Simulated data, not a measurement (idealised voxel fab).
Documented hereafter: the process module known as voxel transistor to metal.
Each square cell in cross-section cut measures 5 nm, and the section as a whole is 205 nm wide.
A cross-section is a grid of square cells, given in bands from the top down. A band is one or more rows of cells.
Per band: top height and bottom height in nm, followed by the left-to-right materials and their widths in nm; "everywhere" marks a single material spanning edge to edge, "empty" marks empty space.
Below 0: as-received wafer, all one material; heights counted from there. Lowest band: no bottom, goes on down, written "top 0, no bottom".
You'd read "30..40" like this: the band's top row of cells is as wide as the first number, its bottom row is as wide as the second, and going down, every row changes width by the same amount as the row before did.
The designation "stayed the same", where it is given for a processing step, indicates that no cell of the cross-section was altered in the course of that step.
"Voids, sealed": sealed empty spaces, 8 cells or more, no open way to top, listed width x height at distance, with distance from the left edge and width, height and distance in nm.
On a step's line, text after the settings is the simulator commenting on that step.
overlay nm: on a step with a mask, how far right of its planned place the mask lay; negative means left.

# The steps planned for the process are as follows
- 1: RECEIVE: material Si
- 2: OXIDIZE: depth nm 5
- 3: CONFORMAL_DEP: material SiN, thk nm 15
- 4: MASKED_ETCH: tone cover, mask id ACTIVE, width nm 110, etch materials SiN, depth nm 15, overlay nm 0
- 5: MASKED_ETCH: tone cover, mask id ACTIVE, width nm 110, etch materials SiO2, depth nm 5, overlay nm 0
- 6: MASKED_ETCH: tone cover, mask id ACTIVE, width nm 110, etch materials Si, depth nm 25, overlay nm 0
- 7: FILL_DEP: material SiO2, thk nm 10
- 8: CMP: height nm 15
- 9: SELECTIVE_ETCH: etch materials SiO2, depth nm 5
- 10: STRIP: etch materials SiN
- 11: SELECTIVE_ETCH: etch materials SiO2, depth nm 5
- 12: OXIDIZE: depth nm 5
- 13: DIRECTIONAL_DEP: material polySi, thk nm 25
- 14: DIRECTIONAL_DEP: material SiCN, thk nm 10
- 15: PATTERN: tone cover, mask id GATE, material resist, width nm 30, thk nm 20, overlay nm 0
- 16: DIRECTIONAL_ETCH: etch materials SiCN, depth nm 20
- 17: DIRECTIONAL_ETCH: etch materials polySi, depth nm 35
- 18: STRIP: etch materials resist
- 19: CONFORMAL_DEP: material SiO2, thk nm 5
- 20: DIRECTIONAL_ETCH: etch materials SiO2, depth nm 5
- 21: CONFORMAL_DEP: material SiN, thk nm 10
- 22: DIRECTIONAL_ETCH: etch materials SiN, depth nm 10
- 23: DIRECTIONAL_ETCH: etch materials SiO2, depth nm 5
- 24: DIRECTIONAL_ETCH: etch materials Si, depth nm 5
- 25: EPI: material nSi, thk nm 5
- 26: FILL_DEP: material SiO2, thk nm 5
- 27: CMP: height nm 20
- 28: STRIP: etch materials polySi
- 29: SELECTIVE_ETCH: etch materials SiO2, depth nm 5
- 30: CONFORMAL_DEP: material HfO2, thk nm 5
- 31: CONFORMAL_DEP: material TiN, thk nm 5
- 32: FILL_DEP: material W, thk nm 5
- 33: CMP: height nm 15
- 34: DIRECTIONAL_DEP: material SiO2, thk nm 15
- 35: MASKED_ETCH: tone open, mask id CONTACT, width nm 20, pitch nm 80, etch materials SiO2, depth nm 40, overlay nm 0
- 36: CONFORMAL_DEP: material TiN, thk nm 5
- 37: FILL_DEP: material W, thk nm 5
- 38: CMP: height nm 30
- 39: DIRECTIONAL_DEP: material TiN, thk nm 5
- 40: DIRECTIONAL_DEP: material Ru, thk nm 15
- 41: PATTERN: tone cover, mask id METAL_1, material resist, width nm 20, pitch nm 80, thk nm 15, overlay nm 0
- 42: DIRECTIONAL_ETCH: etch materials Ru, depth nm 15
- 43: DIRECTIONAL_ETCH: etch materials TiN, depth nm 5
- 44: STRIP: etch materials resist
- 45: CONFORMAL_DEP: material SiCN, thk nm 5
- 46: FILL_DEP: material SiO2, thk nm 10
- 47: CMP: height nm 50
- 48: CONFORMAL_DEP: material SiN, thk nm 5

# Wafer at receipt (post step 1), cross-section
top 0, no bottom  Si everywhere
Voids, sealed: none

# first wafer at the end, as planned
top 55, bottom 50  SiN everywhere
top 50, bottom 35  SiO2 45 / SiCN 5 / Ru 20 / SiCN 5 / SiO2 50 / SiCN 5 / Ru 20 / SiCN 5 / SiO2 50
top 35, bottom 30  SiCN 50 / TiN 20 / SiCN 60 / TiN 20 / SiCN 55
top 30, bottom 15  SiO2 50 / TiN 5 / W 10 / TiN 5 / SiO2 60 / TiN 5 / W 10 / TiN 5 / SiO2 55
top 15, bottom 5  SiO2 50 / TiN 5..10 / W 10..5 / TiN 5 / SiN 10 / HfO2 5 / TiN 5 / W 20 / TiN 5 / HfO2 5 / SiN 10 / TiN 5 / W 10..5 / TiN 5..10 / SiO2 55
top 5, bottom 0  SiO2 45 / SiN 10 / TiN 5 / W 5 / TiN 5 / SiN 10 / HfO2 5 / TiN 5 / W 20 / TiN 5 / HfO2 5 / SiN 10 / TiN 5 / W 5 / TiN 5 / SiN 10 / SiO2 50
top 0, bottom -5  SiO2 45 / SiN 10 / TiN 15 / SiN 10 / HfO2 5 / TiN 30 / HfO2 5 / SiN 10 / TiN 15 / SiN 10 / SiO2 50
top -5, bottom -10  SiO2 55 / nSi 5 / TiN 5 / nSi 5 / SiO2 10 / HfO2 40 / SiO2 10 / nSi 5 / TiN 5 / nSi 5 / SiO2 60
top -10, bottom -15  SiO2 45 / Si 10 / nSi 15 / Si 60 / nSi 15 / Si 10 / SiO2 50
top -15, bottom -30  SiO2 45 / Si 110 / SiO2 50
top -30, no bottom  Si everywhere
Voids, sealed: none

# Now the second wafer, cross-sectioned at the end of the module. Nothing different at the start, nothing different in the plan compared with the first, just one mistake when it was actually run
top 55, bottom 50  SiN everywhere
top 50, bottom 35  SiO2 45 / SiCN 5 / Ru 20 / SiCN 5 / SiO2 50 / SiCN 5 / Ru 20 / SiCN 5 / SiO2 50
top 35, bottom 30  SiCN 50 / TiN 20 / SiCN 60 / TiN 20 / SiCN 55
top 30, bottom 15  SiO2 50 / TiN 5 / W 10 / TiN 5 / SiO2 60 / TiN 5 / W 10 / TiN 5 / SiO2 55
top 15, bottom 0  SiO2 50 / TiN 5 / W 10 / TiN 5 / SiO2 10 / HfO2 5 / TiN 5 / W 20 / TiN 5 / HfO2 5 / SiO2 10 / TiN 5 / W 10 / TiN 5 / SiO2 55
top 0, bottom -5  SiO2 50 / TiN 5 / W 10 / TiN 5 / SiO2 10 / HfO2 5 / TiN 30 / HfO2 5 / SiO2 10 / TiN 5 / W 10 / TiN 5 / SiO2 55
top -5, bottom -10  SiO2 50 / TiN 20 / SiO2 5 / nSi 5 / HfO2 40 / nSi 5 / SiO2 5 / TiN 20 / SiO2 55
top -10, bottom -15  SiO2 45 / nSi 35 / Si 40 / nSi 35 / SiO2 50
top -15, bottom -30  SiO2 45 / Si 110 / SiO2 50
top -30, no bottom  Si everywhere
Voids, sealed: none
Deviation noted in wafer processing: no execution of plan step 21; skipped
Final wafer comparison in cells, second versus first, more or fewer per material: -8 Si, -24 SiN, +16 SiO2, +2 TiN, +8 W, +6 nSi
